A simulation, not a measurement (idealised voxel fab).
process module | voxel wiring stack
cross-section cut | 200 nm wide | cells 5 nm
A cross-section is a grid of square cells, given in bands from the top down. A band is one or more rows of cells.
Each band's line starts with the height of the band's top and of its bottom, in nm. Then come its materials from left to right, each with its width in nm. One material with "throughout" fills the band from edge to edge. "air" is empty space.
Height 0 is the level under which the wafer as received is all one material. The lowest band goes on downwards, as in "0 down".
A width such as "30 to 40" changes by the same amount from each row of cells to the next, from the band's top row to its bottom row.
"no change" after a step means that no cell of the cross-section changed.
closed voids: empty space of 8 cells or more with no open way to the top, each as width x height at its distance from the left edge, in nm
after a step's settings: what the simulator itself notes on the step
overlay nm, on a step with a mask: how far to the right of its planned place the mask lay; to the left if negative
plan
1 op RECEIVE | material Si
2 op CONFORMAL_DEP | material SiO2 | thk nm 10
3 op DIRECTIONAL_DEP | material TiN | thk nm 5
4 op DIRECTIONAL_DEP | material W | thk nm 25
5 op DIRECTIONAL_DEP | material aC | thk nm 15
6 op PATTERN | tone cover | mask id METAL_1 | material resist | width nm 20 | pitch nm 40 | thk nm 35 | overlay nm 0
7 op DIRECTIONAL_ETCH | etch materials aC | depth nm 15
8 op STRIP | etch materials resist
9 op DIRECTIONAL_ETCH | etch materials W | depth nm 25
10 op DIRECTIONAL_ETCH | etch materials TiN | depth nm 5
11 op STRIP | etch materials aC
12 op FILL_DEP | material lowk | thk nm 5
13 op CMP | height nm 40
14 op CONFORMAL_DEP | material SiCN | thk nm 5
15 op DIRECTIONAL_DEP | material lowk | thk nm 10
16 op DIRECTIONAL_DEP | material aC | thk nm 15
17 op PATTERN | tone open | mask id PLUG_1 | material resist | width nm 15 | pitch nm 40 | thk nm 35 | overlay nm 0
18 op DIRECTIONAL_ETCH | etch materials aC | depth nm 15
19 op STRIP | etch materials resist
20 op DIRECTIONAL_ETCH | etch materials lowk | depth nm 10
21 op DIRECTIONAL_ETCH | etch materials SiCN | depth nm 5
22 op STRIP | etch materials aC
23 op EPI | material Ru | thk nm 10
24 op EPI | material Ru | thk nm 5
25 op CONFORMAL_DEP | material SiN | thk nm 5
26 op DIRECTIONAL_DEP | material SiO2 | thk nm 15
27 op MASKED_ETCH | tone open | mask id METAL_2 | width nm 20 | pitch nm 40 | etch materials SiO2 | depth nm 15 | overlay nm 0
28 op MASKED_ETCH | tone open | mask id METAL_2 | width nm 20 | pitch nm 40 | etch materials SiN | depth nm 5 | overlay nm 0
29 op CONFORMAL_DEP | material TiN | thk nm 5
30 op FILL_DEP | material W | thk nm 5
31 op CMP | height nm 75
32 op EPI | material Ru | thk nm 5
33 op FILL_DEP | material SiCN | thk nm 5
34 op DIRECTIONAL_DEP | material SiO2 | thk nm 15
35 op DIRECTIONAL_DEP | material aC | thk nm 10
36 op PATTERN | tone open | mask id PLUG_2 | material resist | width nm 15 | pitch nm 40 | thk nm 25 | overlay nm 0
37 op DIRECTIONAL_ETCH | etch materials aC | depth nm 10
38 op STRIP | etch materials resist
39 op DIRECTIONAL_ETCH | etch materials SiO2 | depth nm 15
40 op DIRECTIONAL_ETCH | etch materials SiCN | depth nm 5
41 op STRIP | etch materials aC
42 op EPI | material Ru | thk nm 10
43 op EPI | material Ru | thk nm 10
44 op DIRECTIONAL_DEP | material TiN | thk nm 5
45 op DIRECTIONAL_DEP | material W | thk nm 15
46 op MASKED_ETCH | tone cover | mask id METAL_3 | width nm 20 | pitch nm 40 | etch materials W | depth nm 15 | overlay nm 0
47 op MASKED_ETCH | tone cover | mask id METAL_3 | width nm 20 | pitch nm 40 | etch materials TiN | depth nm 5 | overlay nm 0
48 op FILL_DEP | material SiO2 | thk nm 10
49 op CMP | height nm 120
50 op CONFORMAL_DEP | material SiN | thk nm 5
as received, after step 1
  0 down: Si throughout
  closed voids: none
first wafer at the end, as planned
  125 to 120: SiN throughout
  120 to 105: SiO2 50 | W 20 | SiO2 20 | W 20 | SiO2 20 | W 20 | SiO2 50
  105 to 100: SiO2 50 | TiN 20 | SiO2 20 | TiN 20 | SiO2 20 | TiN 20 | SiO2 50
  100 to 85: SiO2 50 | Ru 15 | SiO2 25 | Ru 15 | SiO2 25 | Ru 15 | SiO2 55
  85 to 75: SiCN 50 to 45 | Ru 15 to 30 | SiCN 25 to 10 | Ru 15 to 30 | SiCN 25 to 10 | Ru 15 to 30 | SiCN 55 to 45
  75 to 60: SiO2 50 | TiN 5 | W 10 | TiN 5 | SiO2 20 | TiN 5 | W 10 | TiN 5 | SiO2 20 | TiN 5 | W 10 | TiN 5 | SiO2 50
  60 to 55: SiN 50 | TiN 20 | SiN 20 | TiN 20 | SiN 20 | TiN 20 | SiN 50
  55 to 45: lowk 50 | Ru 15 | lowk 25 | Ru 15 | lowk 25 | Ru 15 | lowk 55
  45 to 40: SiCN 50 | Ru 15 | SiCN 25 | Ru 15 | SiCN 25 | Ru 15 | SiCN 55
  40 to 15: lowk 50 | W 20 | lowk 20 | W 20 | lowk 20 | W 20 | lowk 50
  15 to 10: lowk 50 | TiN 20 | lowk 20 | TiN 20 | lowk 20 | TiN 20 | lowk 50
  10 to 0: SiO2 throughout
  0 down: Si throughout
  closed voids: none
second wafer at the end: like start, like plan, one mistake
  125 to 120: SiN throughout
  120 to 115: SiO2 50 | W 20 | SiO2 20 | W 20 | SiO2 20 | W 20 | SiO2 50
  115 to 105: Ru throughout
  105 to 100: TiN 50 | Ru 15 | TiN 25 | Ru 15 | TiN 25 | Ru 15 | TiN 55
  100 to 95: SiO2 50 | Ru 15 | SiO2 25 | Ru 15 | SiO2 25 | Ru 15 | SiO2 55
  95 to 90: SiO2 50 | TiN 15 | SiO2 25 | TiN 15 | SiO2 25 | TiN 15 | SiO2 55
  90 to 85: SiO2 50 | Ru 15 | SiO2 25 | Ru 15 | SiO2 25 | Ru 15 | SiO2 55
  85 to 75: SiCN 50 to 45 | Ru 15 to 30 | SiCN 25 to 10 | Ru 15 to 30 | SiCN 25 to 10 | Ru 15 to 30 | SiCN 55 to 45
  75 to 60: SiO2 50 | TiN 5 | W 10 | TiN 5 | SiO2 20 | TiN 5 | W 10 | TiN 5 | SiO2 20 | TiN 5 | W 10 | TiN 5 | SiO2 50
  60 to 55: SiN 50 | TiN 20 | SiN 20 | TiN 20 | SiN 20 | TiN 20 | SiN 50
  55 to 45: lowk 50 | Ru 15 | lowk 25 | Ru 15 | lowk 25 | Ru 15 | lowk 55
  45 to 40: SiCN 50 | Ru 15 | SiCN 25 | Ru 15 | SiCN 25 | Ru 15 | SiCN 55
  40 to 15: lowk 50 | W 20 | lowk 20 | W 20 | lowk 20 | W 20 | lowk 50
  15 to 10: lowk 50 | TiN 20 | lowk 20 | TiN 20 | lowk 20 | TiN 20 | lowk 50
  10 to 0: SiO2 throughout
  0 down: Si throughout
  closed voids: none
what went wrong: steps 43 and 44 were swapped
at the end the second wafer has, in cells: 80 more of Ru | 84 fewer of SiO2 | 28 more of TiN | 24 fewer of W
